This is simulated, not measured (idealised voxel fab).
process module | voxel released beams
cross-section cut | 270 nm wide | cells 5 nm
A cross-section is a grid of square cells, given in bands from the top down. A band is one or more rows of cells.
Each band's line starts with the height of the band's top and of its bottom, in nm. Then come its materials from left to right, each with its width in nm. One material with "throughout" fills the band from edge to edge. "air" is empty space.
Height 0 is the level under which the wafer as received is all one material. The lowest band goes on downwards, as in "0 down".
A width such as "30 to 40" changes by the same amount from each row of cells to the next, from the band's top row to its bottom row.
"no change" after a step means that no cell of the cross-section changed.
closed voids: empty space of 8 cells or more with no open way to the top, each as width x height at its distance from the left edge, in nm
after a step's settings: what the simulator itself notes on the step
overlay nm, on a step with a mask: how far to the right of its planned place the mask lay; to the left if negative
plan
1 op RECEIVE | material Si
2 op CONFORMAL_DEP | material SiN | thk nm 5
3 op DIRECTIONAL_DEP | material SiO2 | thk nm 10
4 op MASKED_ETCH | tone open | mask id ANCHOR | width nm 35 | etch materials SiO2 | depth nm 10 | overlay nm -15
5 op CONFORMAL_DEP | material polySi | thk nm 10
6 op DIRECTIONAL_DEP | material aC | thk nm 15
7 op PATTERN | tone cover | mask id BEAM | material resist | width nm 100 | thk nm 30 | overlay nm 0
8 op DIRECTIONAL_ETCH | etch materials aC | depth nm 15
9 op STRIP | etch materials resist
10 op DIRECTIONAL_ETCH | etch materials polySi | depth nm 10
11 op STRIP | etch materials aC
12 op STRIP | etch materials SiO2
varied across the wafers: overlay nm of step 4. The plan shows the first wafer's value. All wafers start alike
first wafer as received, after step 1
  0 down: Si throughout
  closed voids: none
each wafer at the end: cells of each material gained (+) or lost (-) since it was received, then its closed voids
overlay nm -15 | +54 SiN | +48 polySi | closed voids: none
overlay nm -10 | +54 SiN | +48 polySi | closed voids: none
overlay nm -5 | +54 SiN | +48 polySi | closed voids: none
overlay nm 0 | +54 SiN | +48 polySi | closed voids: none
overlay nm 5 | +54 SiN | +48 polySi | closed voids: none
overlay nm 10 | +54 SiN | +48 polySi | closed voids: none
overlay nm 15 | +54 SiN | +48 polySi | closed voids: none
